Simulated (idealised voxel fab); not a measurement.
process module | voxel gate over fins
cross-section cut | 175 nm wide | cells 5 nm
A cross-section is a grid of square cells, given in bands from the top down. A band is one or more rows of cells.
Each band's line starts with the height of the band's top and of its bottom, in nm. Then come its materials from left to right, each with its width in nm. One material with "throughout" fills the band from edge to edge. "air" is empty space.
Height 0 is the level under which the wafer as received is all one material. The lowest band goes on downwards, as in "0 down".
A width such as "30 to 40" changes by the same amount from each row of cells to the next, from the band's top row to its bottom row.
"no change" after a step means that no cell of the cross-section changed.
closed voids: empty space of 8 cells or more with no open way to the top, each as width x height at its distance from the left edge, in nm
after a step's settings: what the simulator itself notes on the step
overlay nm, on a step with a mask: how far to the right of its planned place the mask lay; to the left if negative
plan
1 op RECEIVE | material Si
2 op CONFORMAL_DEP | material SiN | thk nm 10
3 op PATTERN | tone cover | mask id FINS | material resist | width nm 15 | pitch nm 35 | thk nm 20 | overlay nm 0
4 op DIRECTIONAL_ETCH | etch materials SiN | depth nm 10
5 op DIRECTIONAL_ETCH | etch materials Si | depth nm 30
6 op STRIP | etch materials resist
7 op OXIDIZE | depth nm 5
8 op FILL_DEP | material SiO2 | thk nm 15
9 op CMP | height nm 10
10 op SELECTIVE_ETCH | etch materials SiO2 | depth nm 25
11 op STRIP | etch materials SiN
12 op CONFORMAL_DEP | material HfO2 | thk nm 5
13 op CONFORMAL_DEP | material TiN | thk nm 5
14 op CONFORMAL_DEP | material TiAl | thk nm 5
15 op CONFORMAL_DEP | material TiN | thk nm 5
16 op FILL_DEP | material W | thk nm 15
17 op CMP | height nm 30
18 op CONFORMAL_DEP | material SiCN | thk nm 10
as received, after step 1
  0 down: Si throughout
  closed voids: none
first wafer at the end, as planned
  40 to 30: SiCN throughout
  30 to 20: W throughout
  20 to 15: W 30 | TiN 115 | W 30
  15 to 10: W 30 | TiN 5 | TiAl 105 | TiN 5 | W 30
  10 to 5: W 30 | TiN 5 | TiAl 5 | TiN 25 | TiAl 10 | TiN 25 | TiAl 10 | TiN 25 | TiAl 5 | TiN 5 | W 30
  5 to 0: TiN 35 | TiAl 5 | TiN 5 | HfO2 15 | TiN 5 | TiAl 10 | TiN 5 | HfO2 15 | TiN 5 | TiAl 10 | TiN 5 | HfO2 15 | TiN 5 | TiAl 5 | TiN 35
  0 to -5: TiAl 40 | TiN 5 | HfO2 5 | Si 5 | HfO2 5 | TiN 5 | TiAl 10 | TiN 5 | HfO2 5 | Si 5 | HfO2 5 | TiN 5 | TiAl 10 | TiN 5 | HfO2 5 | Si 5 | HfO2 5 | TiN 5 | TiAl 40
  -5 to -10: TiN 45 | HfO2 5 | Si 5 | HfO2 5 | TiN 20 | HfO2 5 | Si 5 | HfO2 5 | TiN 20 | HfO2 5 | Si 5 | HfO2 5 | TiN 45
  -10 to -15: HfO2 50 | Si 5 | HfO2 30 | Si 5 | HfO2 30 | Si 5 | HfO2 50
  -15 to -35: SiO2 50 | Si 5 | SiO2 30 | Si 5 | SiO2 30 | Si 5 | SiO2 50
  -35 down: Si throughout
  closed voids: none
second wafer at the end: like start, like plan, one mistake
  40 to 30: SiCN throughout
  30 to 20: W throughout
  20 to 15: W 30 | TiN 115 | W 30
  15 to 10: W 30 | TiN 5 | TiAl 105 | TiN 5 | W 30
  10 to 5: W 30 | TiN 5 | TiAl 5 | TiN 25 | TiAl 10 | TiN 25 | TiAl 10 | TiN 25 | TiAl 5 | TiN 5 | W 30
  5 to 0: TiN 35 | TiAl 5 | TiN 5 | HfO2 15 | TiN 5 | TiAl 10 | TiN 5 | HfO2 15 | TiN 5 | TiAl 10 | TiN 5 | HfO2 15 | TiN 5 | TiAl 5 | TiN 35
  0 to -5: TiAl 40 | TiN 5 | HfO2 5 | Si 5 | HfO2 5 | TiN 5 | TiAl 10 | TiN 5 | HfO2 5 | Si 5 | HfO2 5 | TiN 5 | TiAl 10 | TiN 5 | HfO2 5 | Si 5 | HfO2 5 | TiN 5 | TiAl 40
  -5 to -10: TiN 30 | TiAl 10 | TiN 5 | HfO2 5 | Si 5 | HfO2 5 | TiN 5 | TiAl 10 | TiN 5 | HfO2 5 | Si 5 | HfO2 5 | TiN 5 | TiAl 10 | TiN 5 | HfO2 5 | Si 5 | HfO2 5 | TiN 5 | TiAl 10 | TiN 30
  -10 to -15: HfO2 25 | TiN 5 | TiAl 10 | TiN 5 | HfO2 5 | Si 5 | HfO2 5 | TiN 5 | TiAl 10 | TiN 5 | HfO2 5 | Si 5 | HfO2 5 | TiN 5 | TiAl 10 | TiN 5 | HfO2 5 | Si 5 | HfO2 5 | TiN 5 | TiAl 10 | TiN 5 | HfO2 25
  -15 to -20: SiO2 20 | HfO2 5 | TiN 20 | HfO2 5 | Si 5 | HfO2 5 | TiN 20 | HfO2 5 | Si 5 | HfO2 5 | TiN 20 | HfO2 5 | Si 5 | HfO2 5 | TiN 20 | HfO2 5 | SiO2 20
  -20 to -25: SiO2 20 | HfO2 30 | Si 5 | HfO2 30 | Si 5 | HfO2 30 | Si 5 | HfO2 30 | SiO2 20
  -25 to -35: SiO2 50 | Si 5 | SiO2 30 | Si 5 | SiO2 30 | Si 5 | SiO2 50
  -35 down: Si throughout
  closed voids: none
what went wrong: steps 10 and 11 were swapped
at the end the second wafer has, in cells: 16 more of HfO2 | 48 fewer of SiO2 | 16 more of TiAl | 16 more of TiN
